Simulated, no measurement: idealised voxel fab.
Process module in this document: voxel transistor to metal
FYI the section here is cut, 215 nm wide, cells are 5 nm squares.
If you're reading a cross-section in this doc, picture square cells in a grid; it comes to you as bands, top ones listed first down to the bottom, and a band can be one or more rows of cells. Basically the band line says how high the top is and how high the bottom is, in nm, and then what's in it from left to right, every material with its width in nm. Empty space shows up as "blank", and if a single material carries "all across" it runs the full band edge to edge. Beneath 0, the wafer as received is one material, and that level is where height counting begins. The lowest band goes on downward without a bottom; it is written like "z 0 and below". It should be noted that a width expressed as "30->40" varies in equal increments from row to row of cells within the band, taking the value of the first number at the top row and that of the second number at the bottom row. Where the words "everything unchanged" appear for a step, the cross-section shows no cell changed by that step; every cell remained as before. Look at "Enclosed void catalog" for the closed voids: empty spaces with no open path to the top, sized 8 cells or up. Each is width x height at distance, distance from the left edge, all nm. Text after the settings on a step's line: the simulator's own remark on that step. The line of a step may include "overlay nm". On a step with a mask, this value is how far to the right of its planned place the mask lay. A negative value means the mask lay to the left.
Below is the list of planned process steps
step 1: RECEIVE | material Si
step 2: CONFORMAL_DEP | material SiO2 | thk nm 5
step 3: CONFORMAL_DEP | material SiN | thk nm 10
step 4: MASKED_ETCH | tone cover | mask id ACTIVE | width nm 105 | etch materials SiN | depth nm 10 | overlay nm 0
step 5: MASKED_ETCH | tone cover | mask id ACTIVE | width nm 105 | etch materials SiO2 | depth nm 5 | overlay nm 0
step 6: MASKED_ETCH | tone cover | mask id ACTIVE | width nm 105 | etch materials Si | depth nm 20 | overlay nm 0
step 7: FILL_DEP | material SiO2 | thk nm 10
step 8: CMP | height nm 15
step 9: SELECTIVE_ETCH | etch materials SiO2 | depth nm 10
step 10: STRIP | etch materials SiN
step 11: SELECTIVE_ETCH | etch materials SiO2 | depth nm 5
step 12: OXIDIZE | depth nm 5
step 13: DIRECTIONAL_DEP | material polySi | thk nm 30
step 14: DIRECTIONAL_DEP | material SiCN | thk nm 10
step 15: PATTERN | tone cover | mask id GATE | material resist | width nm 25 | thk nm 20 | overlay nm 0
step 16: DIRECTIONAL_ETCH | etch materials SiCN | depth nm 20
step 17: DIRECTIONAL_ETCH | etch materials polySi | depth nm 40
step 18: STRIP | etch materials resist
step 19: CONFORMAL_DEP | material SiN | thk nm 5
step 20: DIRECTIONAL_ETCH | etch materials SiN | depth nm 5
step 21: DIRECTIONAL_ETCH | etch materials SiO2 | depth nm 5
step 22: EPI | material pSi | thk nm 5
step 23: FILL_DEP | material SiO2 | thk nm 10
step 24: CMP | height nm 30
step 25: STRIP | etch materials polySi
step 26: SELECTIVE_ETCH | etch materials SiO2 | depth nm 5
step 27: CONFORMAL_DEP | material HfO2 | thk nm 5
step 28: CONFORMAL_DEP | material TiN | thk nm 5
step 29: FILL_DEP | material W | thk nm 5
step 30: CMP | height nm 25
step 31: DIRECTIONAL_DEP | material SiO2 | thk nm 15
step 32: PATTERN | tone open | mask id CONTACT | material resist | width nm 15 | pitch nm 70 | thk nm 15 | overlay nm 0
step 33: DIRECTIONAL_ETCH | etch materials SiO2 | depth nm 40
step 34: STRIP | etch materials resist
step 35: CONFORMAL_DEP | material TiN | thk nm 5
step 36: FILL_DEP | material Ru | thk nm 5
step 37: CMP | height nm 40
step 38: DIRECTIONAL_DEP | material TiN | thk nm 5
step 39: DIRECTIONAL_DEP | material W | thk nm 15
step 40: DIRECTIONAL_DEP | material aC | thk nm 15
step 41: PATTERN | tone cover | mask id METAL_1 | material resist | width nm 15 | pitch nm 70 | thk nm 35 | overlay nm 0
step 42: DIRECTIONAL_ETCH | etch materials aC | depth nm 15
step 43: STRIP | etch materials resist
step 44: DIRECTIONAL_ETCH | etch materials W | depth nm 15
step 45: DIRECTIONAL_ETCH | etch materials TiN | depth nm 5
step 46: STRIP | etch materials aC
step 47: CONFORMAL_DEP | material SiCN | thk nm 5
step 48: FILL_DEP | material lowk | thk nm 5
step 49: CMP | height nm 60
step 50: CONFORMAL_DEP | material SiN | thk nm 5
First of the two wafers, run per plan
Cross-section of the wafer as it came to us, i.e., already through step 1
- z 0 and below  Si all across
- Enclosed void catalog: none
Cross-section through the wafer, step 2 finished
- z 5 to 0  SiO2 all across
- Below 0, no change.
Cross-section through the wafer, step 3 finished
- z 15 to 5  SiN all across
- Below 5, no change.
Cross-section through the wafer, step 4 finished
- z 15 to 5  55 nm blank | 105 nm SiN | 55 nm blank
- Below 5, no change.
Cross-section through the wafer, step 5 finished
- z 15 to 5  55 nm blank | 105 nm SiN | 55 nm blank
- z 5 to 0  55 nm blank | 105 nm SiO2 | 55 nm blank
- Below 0, no change.
Cross-section through the wafer, step 6 finished
- z 15 to 5  55 nm blank | 105 nm SiN | 55 nm blank
- z 5 to 0  55 nm blank | 105 nm SiO2 | 55 nm blank
- z 0 to -20  55 nm blank | 105 nm Si | 55 nm blank
- Below -20, no change.
Cross-section through the wafer, step 7 finished
- z 25 to 15  SiO2 all across
- z 15 to 5  55 nm SiO2 | 105 nm SiN | 55 nm SiO2
- z 5 to 0  SiO2 all across
- z 0 to -20  55 nm SiO2 | 105 nm Si | 55 nm SiO2
- Below -20, no change.
Cross-section through the wafer, step 8 finished
- z 15 to 5  55 nm SiO2 | 105 nm SiN | 55 nm SiO2
- Below 5, no change.
Cross-section through the wafer, step 9 finished
- z 15 to 5  55 nm blank | 105 nm SiN | 55 nm blank
- Below 5, no change.
Cross-section through the wafer, step 10 finished
- z 5 to 0  SiO2 all across
- Below 0, no change.
Cross-section through the wafer, step 11 finished
- z 0 to -20  55 nm SiO2 | 105 nm Si | 55 nm SiO2
- Below -20, no change.
Cross-section through the wafer, step 12 finished
- z 0 to -5  SiO2 all across
- Below -5, no change.
Cross-section through the wafer, step 13 finished
- z 30 to 0  polySi all across
- Below 0, no change.
Cross-section through the wafer, step 14 finished
- z 40 to 30  SiCN all across
- Below 30, no change.
Cross-section through the wafer, step 15 finished
- z 60 to 40  95 nm blank | 25 nm resist | 95 nm blank
- Below 40, no change.
Cross-section through the wafer, step 16 finished
- z 60 to 40  95 nm blank | 25 nm resist | 95 nm blank
- z 40 to 30  95 nm blank | 25 nm SiCN | 95 nm blank
- Below 30, no change.
Cross-section through the wafer, step 17 finished
- z 60 to 40  95 nm blank | 25 nm resist | 95 nm blank
- z 40 to 30  95 nm blank | 25 nm SiCN | 95 nm blank
- z 30 to 0  95 nm blank | 25 nm polySi | 95 nm blank
- Below 0, no change.
Cross-section through the wafer, step 18 finished
- z 40 to 30  95 nm blank | 25 nm SiCN | 95 nm blank
- Below 30, no change.
Cross-section through the wafer, step 19 finished
- z 45 to 40  90 nm blank | 35 nm SiN | 90 nm blank
- z 40 to 30  90 nm blank | 5 nm SiN | 25 nm SiCN | 5 nm SiN | 90 nm blank
- z 30 to 5  90 nm blank | 5 nm SiN | 25 nm polySi | 5 nm SiN | 90 nm blank
- z 5 to 0  95 nm SiN | 25 nm polySi | 95 nm SiN
- Below 0, no change.
Cross-section through the wafer, step 20 finished
- z 40 to 30  90 nm blank | 5 nm SiN | 25 nm SiCN | 5 nm SiN | 90 nm blank
- z 30 to 0  90 nm blank | 5 nm SiN | 25 nm polySi | 5 nm SiN | 90 nm blank
- Below 0, no change.
Cross-section through the wafer, step 21 finished
- z 40 to 30  90 nm blank | 5 nm SiN | 25 nm SiCN | 5 nm SiN | 90 nm blank
- z 30 to 0  90 nm blank | 5 nm SiN | 25 nm polySi | 5 nm SiN | 90 nm blank
- z 0 to -5  90 nm blank | 35 nm SiO2 | 90 nm blank
- Below -5, no change.
Cross-section through the wafer, step 22 finished
- z 40 to 30  90 nm blank | 5 nm SiN | 25 nm SiCN | 5 nm SiN | 90 nm blank
- z 30 to 0  90 nm blank | 5 nm SiN | 25 nm polySi | 5 nm SiN | 90 nm blank
- z 0 to -5  50 nm blank | 40 nm pSi | 35 nm SiO2 | 40 nm pSi | 50 nm blank
- Below -5, no change.
Cross-section through the wafer, step 23 finished
- z 50 to 40  SiO2 all across
- z 40 to 30  90 nm SiO2 | 5 nm SiN | 25 nm SiCN | 5 nm SiN | 90 nm SiO2
- z 30 to 0  90 nm SiO2 | 5 nm SiN | 25 nm polySi | 5 nm SiN | 90 nm SiO2
- z 0 to -5  50 nm SiO2 | 40 nm pSi | 35 nm SiO2 | 40 nm pSi | 50 nm SiO2
- Below -5, no change.
Cross-section through the wafer, step 24 finished
- z 30 to 0  90 nm SiO2 | 5 nm SiN | 25 nm polySi | 5 nm SiN | 90 nm SiO2
- Below 0, no change.
Cross-section through the wafer, step 25 finished
- z 30 to 0  90 nm SiO2 | 5 nm SiN | 25 nm blank | 5 nm SiN | 90 nm SiO2
- Below 0, no change.
Cross-section through the wafer, step 26 finished
- z 30 to 25  90 nm blank | 5 nm SiN | 25 nm blank | 5 nm SiN | 90 nm blank
- z 25 to 0  90 nm SiO2 | 5 nm SiN | 25 nm blank | 5 nm SiN | 90 nm SiO2
- z 0 to -5  50 nm SiO2 | 40 nm pSi | 35 nm blank | 40 nm pSi | 50 nm SiO2
- Below -5, no change.
Cross-section through the wafer, step 27 finished
- z 35 to 30  85 nm blank | 15 nm HfO2 | 15 nm blank | 15 nm HfO2 | 85 nm blank
- z 30 to 25  90 nm HfO2 | 5 nm SiN | 5 nm HfO2 | 15 nm blank | 5 nm HfO2 | 5 nm SiN | 90 nm HfO2
- z 25 to 0  90 nm SiO2 | 5 nm SiN | 5 nm HfO2 | 15 nm blank | 5 nm HfO2 | 5 nm SiN | 90 nm SiO2
- z 0 to -5  50 nm SiO2 | 40 nm pSi | 35 nm HfO2 | 40 nm pSi | 50 nm SiO2
- Below -5, no change.
Cross-section through the wafer, step 28 finished
- z 40 to 35  80 nm blank | 25 nm TiN | 5 nm blank | 25 nm TiN | 80 nm blank
- z 35 to 30  85 nm TiN | 15 nm HfO2 | 5 nm TiN | 5 nm blank | 5 nm TiN | 15 nm HfO2 | 85 nm TiN
- z 30 to 25  90 nm HfO2 | 5 nm SiN | 5 nm HfO2 | 5 nm TiN | 5 nm blank | 5 nm TiN | 5 nm HfO2 | 5 nm SiN | 90 nm HfO2
- z 25 to 5  90 nm SiO2 | 5 nm SiN | 5 nm HfO2 | 5 nm TiN | 5 nm blank | 5 nm TiN | 5 nm HfO2 | 5 nm SiN | 90 nm SiO2
- z 5 to 0  90 nm SiO2 | 5 nm SiN | 5 nm HfO2 | 15 nm TiN | 5 nm HfO2 | 5 nm SiN | 90 nm SiO2
- Below 0, no change.
Cross-section through the wafer, step 29 finished
- z 45 to 40  W all across
- z 40 to 35  80 nm W | 25 nm TiN | 5 nm W | 25 nm TiN | 80 nm W
- z 35 to 30  85 nm TiN | 15 nm HfO2 | 5 nm TiN | 5 nm W | 5 nm TiN | 15 nm HfO2 | 85 nm TiN
- z 30 to 25  90 nm HfO2 | 5 nm SiN | 5 nm HfO2 | 5 nm TiN | 5 nm W | 5 nm TiN | 5 nm HfO2 | 5 nm SiN | 90 nm HfO2
- z 25 to 5  90 nm SiO2 | 5 nm SiN | 5 nm HfO2 | 5 nm TiN | 5 nm W | 5 nm TiN | 5 nm HfO2 | 5 nm SiN | 90 nm SiO2
- Below 5, no change.
Cross-section through the wafer, step 30 finished
- z 25 to 5  90 nm SiO2 | 5 nm SiN | 5 nm HfO2 | 5 nm TiN | 5 nm W | 5 nm TiN | 5 nm HfO2 | 5 nm SiN | 90 nm SiO2
- Below 5, no change.
Cross-section through the wafer, step 31 finished
- z 40 to 25  SiO2 all across
- Below 25, no change.
Cross-section through the wafer, step 32 finished
- z 55 to 40  65 nm resist | 15 nm blank | 55 nm resist | 15 nm blank | 65 nm resist
- Below 40, no change.
Cross-section through the wafer, step 33 finished
- z 55 to 40  65 nm resist | 15 nm blank | 55 nm resist | 15 nm blank | 65 nm resist
- z 40 to 25  65 nm SiO2 | 15 nm blank | 55 nm SiO2 | 15 nm blank | 65 nm SiO2
- z 25 to 5  65 nm SiO2 | 15 nm blank | 10 nm SiO2 | 5 nm SiN | 5 nm HfO2 | 5 nm TiN | 5 nm W | 5 nm TiN | 5 nm HfO2 | 5 nm SiN | 10 nm SiO2 | 15 nm blank | 65 nm SiO2
- z 5 to 0  65 nm SiO2 | 15 nm blank | 10 nm SiO2 | 5 nm SiN | 5 nm HfO2 | 15 nm TiN | 5 nm HfO2 | 5 nm SiN | 10 nm SiO2 | 15 nm blank | 65 nm SiO2
- Below 0, no change.
Cross-section through the wafer, step 34 finished
- z 40 to 25  65 nm SiO2 | 15 nm blank | 55 nm SiO2 | 15 nm blank | 65 nm SiO2
- Below 25, no change.
Cross-section through the wafer, step 35 finished
- z 45 to 40  70 nm TiN | 5 nm blank | 65 nm TiN | 5 nm blank | 70 nm TiN
- z 40 to 25  65 nm SiO2 | 5 nm TiN | 5 nm blank | 5 nm TiN | 55 nm SiO2 | 5 nm TiN | 5 nm blank | 5 nm TiN | 65 nm SiO2
- z 25 to 5  65 nm SiO2 | 5 nm TiN | 5 nm blank | 5 nm TiN | 10 nm SiO2 | 5 nm SiN | 5 nm HfO2 | 5 nm TiN | 5 nm W | 5 nm TiN | 5 nm HfO2 | 5 nm SiN | 10 nm SiO2 | 5 nm TiN | 5 nm blank | 5 nm TiN | 65 nm SiO2
- z 5 to 0  65 nm SiO2 | 15 nm TiN | 10 nm SiO2 | 5 nm SiN | 5 nm HfO2 | 15 nm TiN | 5 nm HfO2 | 5 nm SiN | 10 nm SiO2 | 15 nm TiN | 65 nm SiO2
- Below 0, no change.
Cross-section through the wafer, step 36 finished
- z 50 to 45  Ru all across
- z 45 to 40  70 nm TiN | 5 nm Ru | 65 nm TiN | 5 nm Ru | 70 nm TiN
- z 40 to 25  65 nm SiO2 | 5 nm TiN | 5 nm Ru | 5 nm TiN | 55 nm SiO2 | 5 nm TiN | 5 nm Ru | 5 nm TiN | 65 nm SiO2
- z 25 to 5  65 nm SiO2 | 5 nm TiN | 5 nm Ru | 5 nm TiN | 10 nm SiO2 | 5 nm SiN | 5 nm HfO2 | 5 nm TiN | 5 nm W | 5 nm TiN | 5 nm HfO2 | 5 nm SiN | 10 nm SiO2 | 5 nm TiN | 5 nm Ru | 5 nm TiN | 65 nm SiO2
- Below 5, no change.
Cross-section through the wafer, step 37 finished
- z 40 to 25  65 nm SiO2 | 5 nm TiN | 5 nm Ru | 5 nm TiN | 55 nm SiO2 | 5 nm TiN | 5 nm Ru | 5 nm TiN | 65 nm SiO2
- Below 25, no change.
Cross-section through the wafer, step 38 finished
- z 45 to 40  TiN all across
- Below 40, no change.
Cross-section through the wafer, step 39 finished
- z 60 to 45  W all across
- Below 45, no change.
Cross-section through the wafer, step 40 finished
- z 75 to 60  aC all across
- Below 60, no change.
Cross-section through the wafer, step 41 finished
- z 110 to 75  65 nm blank | 15 nm resist | 55 nm blank | 15 nm resist | 65 nm blank
- Below 75, no change.
Cross-section through the wafer, step 42 finished
- z 95 to 75  65 nm blank | 15 nm resist | 55 nm blank | 15 nm resist | 65 nm blank
- z 75 to 60  65 nm blank | 15 nm aC | 55 nm blank | 15 nm aC | 65 nm blank
- Below 60, no change.
Cross-section through the wafer, step 43 finished
- z 75 to 60  65 nm blank | 15 nm aC | 55 nm blank | 15 nm aC | 65 nm blank
- Below 60, no change.
Cross-section through the wafer, step 44 finished
- z 75 to 60  65 nm blank | 15 nm aC | 55 nm blank | 15 nm aC | 65 nm blank
- z 60 to 45  65 nm blank | 15 nm W | 55 nm blank | 15 nm W | 65 nm blank
- Below 45, no change.
Cross-section through the wafer, step 45 finished
- z 75 to 60  65 nm blank | 15 nm aC | 55 nm blank | 15 nm aC | 65 nm blank
- z 60 to 45  65 nm blank | 15 nm W | 55 nm blank | 15 nm W | 65 nm blank
- z 45 to 40  65 nm blank | 15 nm TiN | 55 nm blank | 15 nm TiN | 65 nm blank
- Below 40, no change.
Cross-section through the wafer, step 46 finished
- z 60 to 45  65 nm blank | 15 nm W | 55 nm blank | 15 nm W | 65 nm blank
- Below 45, no change.
Cross-section through the wafer, step 47 finished
- z 65 to 60  60 nm blank | 25 nm SiCN | 45 nm blank | 25 nm SiCN | 60 nm blank
- z 60 to 45  60 nm blank | 5 nm SiCN | 15 nm W | 5 nm SiCN | 45 nm blank | 5 nm SiCN | 15 nm W | 5 nm SiCN | 60 nm blank
- z 45 to 40  65 nm SiCN | 15 nm TiN | 55 nm SiCN | 15 nm TiN | 65 nm SiCN
- Below 40, no change.
Cross-section through the wafer, step 48 finished
- z 70 to 65  lowk all across
- z 65 to 60  60 nm lowk | 25 nm SiCN | 45 nm lowk | 25 nm SiCN | 60 nm lowk
- z 60 to 45  60 nm lowk | 5 nm SiCN | 15 nm W | 5 nm SiCN | 45 nm lowk | 5 nm SiCN | 15 nm W | 5 nm SiCN | 60 nm lowk
- Below 45, no change.
Cross-section through the wafer, step 49 finished
- z 60 to 45  60 nm lowk | 5 nm SiCN | 15 nm W | 5 nm SiCN | 45 nm lowk | 5 nm SiCN | 15 nm W | 5 nm SiCN | 60 nm lowk
- Below 45, no change.
Cross-section through the wafer, step 50 finished
- z 65 to 60  SiN all across
- Below 60, no change.
The remaining wafer, second of the two, started like the first and was run to the same plan, except that one mistake was made along the way; the two coincide through step 26, inclusive
X-section, second wafer, when step 27 was due to finish: everything unchanged
X-section, second wafer, when step 28 was due to finish
- z 35 to 30  85 nm blank | 15 nm TiN | 15 nm blank | 15 nm TiN | 85 nm blank
- z 30 to 25  90 nm TiN | 5 nm SiN | 5 nm TiN | 15 nm blank | 5 nm TiN | 5 nm SiN | 90 nm TiN
- z 25 to 0  90 nm SiO2 | 5 nm SiN | 5 nm TiN | 15 nm blank | 5 nm TiN | 5 nm SiN | 90 nm SiO2
- z 0 to -5  50 nm SiO2 | 40 nm pSi | 35 nm TiN | 40 nm pSi | 50 nm SiO2
- Below -5, no change.
X-section, second wafer, when step 29 was due to finish
- z 40 to 35  W all across
- z 35 to 30  85 nm W | 15 nm TiN | 15 nm W | 15 nm TiN | 85 nm W
- z 30 to 25  90 nm TiN | 5 nm SiN | 5 nm TiN | 15 nm W | 5 nm TiN | 5 nm SiN | 90 nm TiN
- z 25 to 0  90 nm SiO2 | 5 nm SiN | 5 nm TiN | 15 nm W | 5 nm TiN | 5 nm SiN | 90 nm SiO2
- Below 0, no change.
X-section, second wafer, when step 30 was due to finish
- z 25 to 0  90 nm SiO2 | 5 nm SiN | 5 nm TiN | 15 nm W | 5 nm TiN | 5 nm SiN | 90 nm SiO2
- Below 0, no change.
X-section, second wafer, when step 31 was due to finish
- z 40 to 25  SiO2 all across
- Below 25, no change.
X-section, second wafer, when step 32 was due to finish
- z 55 to 40  65 nm resist | 15 nm blank | 55 nm resist | 15 nm blank | 65 nm resist
- Below 40, no change.
X-section, second wafer, when step 33 was due to finish
- z 55 to 40  65 nm resist | 15 nm blank | 55 nm resist | 15 nm blank | 65 nm resist
- z 40 to 25  65 nm SiO2 | 15 nm blank | 55 nm SiO2 | 15 nm blank | 65 nm SiO2
- z 25 to 0  65 nm SiO2 | 15 nm blank | 10 nm SiO2 | 5 nm SiN | 5 nm TiN | 15 nm W | 5 nm TiN | 5 nm SiN | 10 nm SiO2 | 15 nm blank | 65 nm SiO2
- Below 0, no change.
X-section, second wafer, when step 34 was due to finish
- z 40 to 25  65 nm SiO2 | 15 nm blank | 55 nm SiO2 | 15 nm blank | 65 nm SiO2
- Below 25, no change.
X-section, second wafer, when step 35 was due to finish
- z 45 to 40  70 nm TiN | 5 nm blank | 65 nm TiN | 5 nm blank | 70 nm TiN
- z 40 to 25  65 nm SiO2 | 5 nm TiN | 5 nm blank | 5 nm TiN | 55 nm SiO2 | 5 nm TiN | 5 nm blank | 5 nm TiN | 65 nm SiO2
- z 25 to 5  65 nm SiO2 | 5 nm TiN | 5 nm blank | 5 nm TiN | 10 nm SiO2 | 5 nm SiN | 5 nm TiN | 15 nm W | 5 nm TiN | 5 nm SiN | 10 nm SiO2 | 5 nm TiN | 5 nm blank | 5 nm TiN | 65 nm SiO2
- z 5 to 0  65 nm SiO2 | 15 nm TiN | 10 nm SiO2 | 5 nm SiN | 5 nm TiN | 15 nm W | 5 nm TiN | 5 nm SiN | 10 nm SiO2 | 15 nm TiN | 65 nm SiO2
- Below 0, no change.
X-section, second wafer, when step 36 was due to finish
- z 50 to 45  Ru all across
- z 45 to 40  70 nm TiN | 5 nm Ru | 65 nm TiN | 5 nm Ru | 70 nm TiN
- z 40 to 25  65 nm SiO2 | 5 nm TiN | 5 nm Ru | 5 nm TiN | 55 nm SiO2 | 5 nm TiN | 5 nm Ru | 5 nm TiN | 65 nm SiO2
- z 25 to 5  65 nm SiO2 | 5 nm TiN | 5 nm Ru | 5 nm TiN | 10 nm SiO2 | 5 nm SiN | 5 nm TiN | 15 nm W | 5 nm TiN | 5 nm SiN | 10 nm SiO2 | 5 nm TiN | 5 nm Ru | 5 nm TiN | 65 nm SiO2
- Below 5, no change.
X-section, second wafer, when step 37 was due to finish
- z 40 to 25  65 nm SiO2 | 5 nm TiN | 5 nm Ru | 5 nm TiN | 55 nm SiO2 | 5 nm TiN | 5 nm Ru | 5 nm TiN | 65 nm SiO2
- Below 25, no change.
X-section, second wafer, when step 38 was due to finish
- z 45 to 40  TiN all across
- Below 40, no change.
X-section, second wafer, when step 39 was due to finish
- z 60 to 45  W all across
- Below 45, no change.
X-section, second wafer, when step 40 was due to finish
- z 75 to 60  aC all across
- Below 60, no change.
X-section, second wafer, when step 41 was due to finish
- z 110 to 75  65 nm blank | 15 nm resist | 55 nm blank | 15 nm resist | 65 nm blank
- Below 75, no change.
X-section, second wafer, when step 42 was due to finish
- z 95 to 75  65 nm blank | 15 nm resist | 55 nm blank | 15 nm resist | 65 nm blank
- z 75 to 60  65 nm blank | 15 nm aC | 55 nm blank | 15 nm aC | 65 nm blank
- Below 60, no change.
X-section, second wafer, when step 43 was due to finish
- z 75 to 60  65 nm blank | 15 nm aC | 55 nm blank | 15 nm aC | 65 nm blank
- Below 60, no change.
X-section, second wafer, when step 44 was due to finish
- z 75 to 60  65 nm blank | 15 nm aC | 55 nm blank | 15 nm aC | 65 nm blank
- z 60 to 45  65 nm blank | 15 nm W | 55 nm blank | 15 nm W | 65 nm blank
- Below 45, no change.
X-section, second wafer, when step 45 was due to finish
- z 75 to 60  65 nm blank | 15 nm aC | 55 nm blank | 15 nm aC | 65 nm blank
- z 60 to 45  65 nm blank | 15 nm W | 55 nm blank | 15 nm W | 65 nm blank
- z 45 to 40  65 nm blank | 15 nm TiN | 55 nm blank | 15 nm TiN | 65 nm blank
- Below 40, no change.
X-section, second wafer, when step 46 was due to finish
- z 60 to 45  65 nm blank | 15 nm W | 55 nm blank | 15 nm W | 65 nm blank
- Below 45, no change.
X-section, second wafer, when step 47 was due to finish
- z 65 to 60  60 nm blank | 25 nm SiCN | 45 nm blank | 25 nm SiCN | 60 nm blank
- z 60 to 45  60 nm blank | 5 nm SiCN | 15 nm W | 5 nm SiCN | 45 nm blank | 5 nm SiCN | 15 nm W | 5 nm SiCN | 60 nm blank
- z 45 to 40  65 nm SiCN | 15 nm TiN | 55 nm SiCN | 15 nm TiN | 65 nm SiCN
- Below 40, no change.
X-section, second wafer, when step 48 was due to finish
- z 70 to 65  lowk all across
- z 65 to 60  60 nm lowk | 25 nm SiCN | 45 nm lowk | 25 nm SiCN | 60 nm lowk
- z 60 to 45  60 nm lowk | 5 nm SiCN | 15 nm W | 5 nm SiCN | 45 nm lowk | 5 nm SiCN | 15 nm W | 5 nm SiCN | 60 nm lowk
- Below 45, no change.
X-section, second wafer, when step 49 was due to finish
- z 60 to 45  60 nm lowk | 5 nm SiCN | 15 nm W | 5 nm SiCN | 45 nm lowk | 5 nm SiCN | 15 nm W | 5 nm SiCN | 60 nm lowk
- Below 45, no change.
X-section, second wafer, when step 50 was due to finish
- z 65 to 60  SiN all across
- Below 60, no change.
What was done differently from what was planned? step 27 of the plan was jumped over and never run
End of process, cell counts, second wafer against first, materials with more or fewer: HfO2 -17; TiN +6; W +11
